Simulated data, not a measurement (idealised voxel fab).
The name of this process module is voxel wiring stack.
Square cells of 5 nm make up the cross-section cut, whose width is 270 nm.
In this document a cross-section is written as a grid of square cells. It is given as a series of bands, listed from the top down, and a band is one or more rows of cells. Within each band entry, the heights of the top and of the bottom of the band appear first, in that order and in nm; the materials of the band then follow from left to right, each with its corresponding width in nm. The designation "everywhere" on a single material indicates that it fills the band from edge to edge; the designation "blank" indicates empty space. Height 0 is the level under which the wafer as received is all one material. The lowest band goes on downwards, as in "0 and below". It should be noted that a width expressed as "30..40" varies in equal increments from row to row of cells within the band, taking the value of the first number at the top row and that of the second number at the bottom row. Step note "left unchanged" = no cross-section cell changed. In the "Closed internal cavities" entry, you get each enclosed empty space of 8 cells or more, one with no open way to the top, written width x height at distance, distance from the left edge, in nm. Read whatever lies past the settings on a step's line as the simulator's own remark about the step. The line of a step may include "overlay nm". On a step with a mask, this value is how far to the right of its planned place the mask lay. A negative value means the mask lay to the left.

[The following list gives the planned process steps]
1. RECEIVE,material Si
2. CONFORMAL_DEP,material SiO2,thk nm 15
3. CONFORMAL_DEP,material SiCN,thk nm 5
4. DIRECTIONAL_DEP,material SiO2,thk nm 15
5. PATTERN,tone open,mask id METAL_1,material resist,width nm 20,pitch nm 45,thk nm 15,overlay nm 0
6. DIRECTIONAL_ETCH,etch materials SiO2,depth nm 15
7. DIRECTIONAL_ETCH,etch materials SiCN,depth nm 5
8. STRIP,etch materials resist
9. CONFORMAL_DEP,material TiN,thk nm 5
10. FILL_DEP,material Cu,thk nm 10
11. CMP,height nm 35
12. CONFORMAL_DEP,material SiCN,thk nm 5
13. DIRECTIONAL_DEP,material SiO2,thk nm 35
14. PATTERN,tone open,mask id METAL_2_HOLES,material resist,width nm 15,pitch nm 90,thk nm 15,overlay nm 0
15. DIRECTIONAL_ETCH,etch materials SiO2,depth nm 35
16. STRIP,etch materials resist
17. PATTERN,tone open,mask id METAL_2,material resist,width nm 20,pitch nm 45,thk nm 15,overlay nm 0
18. DIRECTIONAL_ETCH,etch materials SiO2,depth nm 20
19. DIRECTIONAL_ETCH,etch materials SiCN,depth nm 5
20. STRIP,etch materials resist
21. CONFORMAL_DEP,material TiN,thk nm 5
22. FILL_DEP,material Cu,thk nm 5
23. CMP,height nm 75
24. CONFORMAL_DEP,material SiCN,thk nm 5

[The first of two wafers, run as planned]

[Cross-section of the wafer at receipt, which is the condition after step 1]
0 and below  Si everywhere
Closed internal cavities: none

[after step 2]
15 down to 0  SiO2 everywhere
Heights below 0 show no change.

[after step 3]
20 down to 15  SiCN everywhere
Heights below 15 show no change.

[after step 4]
35 down to 20  SiO2 everywhere
Heights below 20 show no change.

[after step 5]
50 down to 35  resist: 80  blank: 20  resist: 25  blank: 20  resist: 25  blank: 20  resist: 80
Heights below 35 show no change.

[after step 6]
50 down to 35  resist: 80  blank: 20  resist: 25  blank: 20  resist: 25  blank: 20  resist: 80
35 down to 20  SiO2: 80  blank: 20  SiO2: 25  blank: 20  SiO2: 25  blank: 20  SiO2: 80
Heights below 20 show no change.

[after step 7]
50 down to 35  resist: 80  blank: 20  resist: 25  blank: 20  resist: 25  blank: 20  resist: 80
35 down to 20  SiO2: 80  blank: 20  SiO2: 25  blank: 20  SiO2: 25  blank: 20  SiO2: 80
20 down to 15  SiCN: 80  blank: 20  SiCN: 25  blank: 20  SiCN: 25  blank: 20  SiCN: 80
Heights below 15 show no change.

[after step 8]
35 down to 20  SiO2: 80  blank: 20  SiO2: 25  blank: 20  SiO2: 25  blank: 20  SiO2: 80
Heights below 20 show no change.

[after step 9]
40 down to 35  TiN: 85  blank: 10  TiN: 35  blank: 10  TiN: 35  blank: 10  TiN: 85
35 down to 20  SiO2: 80  TiN: 5  blank: 10  TiN: 5  SiO2: 25  TiN: 5  blank: 10  TiN: 5  SiO2: 25  TiN: 5  blank: 10  TiN: 5  SiO2: 80
20 down to 15  SiCN: 80  TiN: 20  SiCN: 25  TiN: 20  SiCN: 25  TiN: 20  SiCN: 80
Heights below 15 show no change.

[after step 10]
50 down to 40  Cu everywhere
40 down to 35  TiN: 85  Cu: 10  TiN: 35  Cu: 10  TiN: 35  Cu: 10  TiN: 85
35 down to 20  SiO2: 80  TiN: 5  Cu: 10  TiN: 5  SiO2: 25  TiN: 5  Cu: 10  TiN: 5  SiO2: 25  TiN: 5  Cu: 10  TiN: 5  SiO2: 80
Heights below 20 show no change.

[after step 11]
35 down to 20  SiO2: 80  TiN: 5  Cu: 10  TiN: 5  SiO2: 25  TiN: 5  Cu: 10  TiN: 5  SiO2: 25  TiN: 5  Cu: 10  TiN: 5  SiO2: 80
Heights below 20 show no change.

[after step 12]
40 down to 35  SiCN everywhere
Heights below 35 show no change.

[after step 13]
75 down to 40  SiO2 everywhere
Heights below 40 show no change.

[after step 14]
90 down to 75  resist: 80  blank: 15  resist: 75  blank: 15  resist: 85
Heights below 75 show no change.

[after step 15]
90 down to 75  resist: 80  blank: 15  resist: 75  blank: 15  resist: 85
75 down to 40  SiO2: 80  blank: 15  SiO2: 75  blank: 15  SiO2: 85
Heights below 40 show no change.

[after step 16]
75 down to 40  SiO2: 80  blank: 15  SiO2: 75  blank: 15  SiO2: 85
Heights below 40 show no change.

[after step 17]
90 down to 75  resist: 80  blank: 20  resist: 25  blank: 20  resist: 25  blank: 20  resist: 80
Heights below 75 show no change.

[after step 18]
90 down to 75  resist: 80  blank: 20  resist: 25  blank: 20  resist: 25  blank: 20  resist: 80
75 down to 55  SiO2: 80  blank: 20  SiO2: 25  blank: 20  SiO2: 25  blank: 20  SiO2: 80
Heights below 55 show no change.

[after step 19]
90 down to 75  resist: 80  blank: 20  resist: 25  blank: 20  resist: 25  blank: 20  resist: 80
75 down to 55  SiO2: 80  blank: 20  SiO2: 25  blank: 20  SiO2: 25  blank: 20  SiO2: 80
55 down to 40  SiO2: 80  blank: 15  SiO2: 75  blank: 15  SiO2: 85
40 down to 35  SiCN: 80  blank: 15  SiCN: 75  blank: 15  SiCN: 85
Heights below 35 show no change.

[after step 20]
75 down to 55  SiO2: 80  blank: 20  SiO2: 25  blank: 20  SiO2: 25  blank: 20  SiO2: 80
Heights below 55 show no change.

[after step 21]
80 down to 75  TiN: 85  blank: 10  TiN: 35  blank: 10  TiN: 35  blank: 10  TiN: 85
75 down to 60  SiO2: 80  TiN: 5  blank: 10  TiN: 5  SiO2: 25  TiN: 5  blank: 10  TiN: 5  SiO2: 25  TiN: 5  blank: 10  TiN: 5  SiO2: 80
60 down to 55  SiO2: 80  TiN: 5  blank: 5  TiN: 10  SiO2: 25  TiN: 20  SiO2: 25  TiN: 5  blank: 5  TiN: 10  SiO2: 80
55 down to 40  SiO2: 80  TiN: 5  blank: 5  TiN: 5  SiO2: 75  TiN: 5  blank: 5  TiN: 5  SiO2: 85
40 down to 35  SiCN: 80  TiN: 15  SiCN: 75  TiN: 15  SiCN: 85
Heights below 35 show no change.

[after step 22]
85 down to 80  Cu everywhere
80 down to 75  TiN: 85  Cu: 10  TiN: 35  Cu: 10  TiN: 35  Cu: 10  TiN: 85
75 down to 60  SiO2: 80  TiN: 5  Cu: 10  TiN: 5  SiO2: 25  TiN: 5  Cu: 10  TiN: 5  SiO2: 25  TiN: 5  Cu: 10  TiN: 5  SiO2: 80
60 down to 55  SiO2: 80  TiN: 5  Cu: 5  TiN: 10  SiO2: 25  TiN: 20  SiO2: 25  TiN: 5  Cu: 5  TiN: 10  SiO2: 80
55 down to 40  SiO2: 80  TiN: 5  Cu: 5  TiN: 5  SiO2: 75  TiN: 5  Cu: 5  TiN: 5  SiO2: 85
Heights below 40 show no change.

[after step 23]
75 down to 60  SiO2: 80  TiN: 5  Cu: 10  TiN: 5  SiO2: 25  TiN: 5  Cu: 10  TiN: 5  SiO2: 25  TiN: 5  Cu: 10  TiN: 5  SiO2: 80
Heights below 60 show no change.

[after step 24]
80 down to 75  SiCN everywhere
Heights below 75 show no change.

[Regarding the second of the two wafers: it shared the first wafer's starting condition and process plan, yet one error occurred during its execution. Its history coincides with that of the first wafer up to and including step 16]

[At the planned end of step 17, the second wafer in cross-section]
90 down to 75  resist: 85  blank: 20  resist: 25  blank: 20  resist: 25  blank: 20  resist: 75
75 down to 40  SiO2: 80  resist: 5  blank: 10  SiO2: 75  resist: 5  blank: 10  SiO2: 85
Heights below 40 show no change.

[At the planned end of step 18, the second wafer in cross-section]
90 down to 75  resist: 85  blank: 20  resist: 25  blank: 20  resist: 25  blank: 20  resist: 75
75 down to 55  SiO2: 80  resist: 5  blank: 20  SiO2: 25  blank: 20  SiO2: 20  resist: 5  blank: 20  SiO2: 75
Heights below 55 show no change.

[At the planned end of step 19, the second wafer in cross-section]
90 down to 75  resist: 85  blank: 20  resist: 25  blank: 20  resist: 25  blank: 20  resist: 75
75 down to 55  SiO2: 80  resist: 5  blank: 20  SiO2: 25  blank: 20  SiO2: 20  resist: 5  blank: 20  SiO2: 75
55 down to 40  SiO2: 80  resist: 5  blank: 10  SiO2: 75  resist: 5  blank: 10  SiO2: 85
40 down to 35  SiCN: 85  blank: 10  SiCN: 80  blank: 10  SiCN: 85
Heights below 35 show no change.

[At the planned end of step 20, the second wafer in cross-section]
75 down to 55  SiO2: 80  blank: 25  SiO2: 25  blank: 20  SiO2: 20  blank: 25  SiO2: 75
55 down to 40  SiO2: 80  blank: 15  SiO2: 75  blank: 15  SiO2: 85
Heights below 40 show no change.

[At the planned end of step 21, the second wafer in cross-section]
80 down to 75  TiN: 85  blank: 15  TiN: 35  blank: 10  TiN: 30  blank: 15  TiN: 80
75 down to 60  SiO2: 80  TiN: 5  blank: 15  TiN: 5  SiO2: 25  TiN: 5  blank: 10  TiN: 5  SiO2: 20  TiN: 5  blank: 15  TiN: 5  SiO2: 75
60 down to 55  SiO2: 80  TiN: 5  blank: 5  TiN: 15  SiO2: 25  TiN: 20  SiO2: 20  TiN: 5  blank: 5  TiN: 15  SiO2: 75
55 down to 45  SiO2: 80  TiN: 5  blank: 5  TiN: 5  SiO2: 75  TiN: 5  blank: 5  TiN: 5  SiO2: 85
45 down to 40  SiO2: 80  TiN: 15  SiO2: 75  TiN: 15  SiO2: 85
40 down to 35  SiCN: 85  TiN: 10  SiCN: 80  TiN: 10  SiCN: 85
Heights below 35 show no change.

[At the planned end of step 22, the second wafer in cross-section]
85 down to 80  Cu everywhere
80 down to 75  TiN: 85  Cu: 15  TiN: 35  Cu: 10  TiN: 30  Cu: 15  TiN: 80
75 down to 60  SiO2: 80  TiN: 5  Cu: 15  TiN: 5  SiO2: 25  TiN: 5  Cu: 10  TiN: 5  SiO2: 20  TiN: 5  Cu: 15  TiN: 5  SiO2: 75
60 down to 55  SiO2: 80  TiN: 5  Cu: 5  TiN: 15  SiO2: 25  TiN: 20  SiO2: 20  TiN: 5  Cu: 5  TiN: 15  SiO2: 75
55 down to 45  SiO2: 80  TiN: 5  Cu: 5  TiN: 5  SiO2: 75  TiN: 5  Cu: 5  TiN: 5  SiO2: 85
Heights below 45 show no change.

[At the planned end of step 23, the second wafer in cross-section]
75 down to 60  SiO2: 80  TiN: 5  Cu: 15  TiN: 5  SiO2: 25  TiN: 5  Cu: 10  TiN: 5  SiO2: 20  TiN: 5  Cu: 15  TiN: 5  SiO2: 75
Heights below 60 show no change.

[At the planned end of step 24, the second wafer in cross-section]
80 down to 75  SiCN everywhere
Heights below 75 show no change.
Against the plan, the run slipped here: note that step 17 departed from the planned setting and was carried out as PATTERN,tone open,mask id METAL_2,material resist,width nm 20,pitch nm 45,thk nm 15,overlay nm 5
The final cell counts differ between the wafers, with the second having more or fewer of some materials than the first: +4 Cu, +2 SiCN, -8 SiO2, +2 TiN
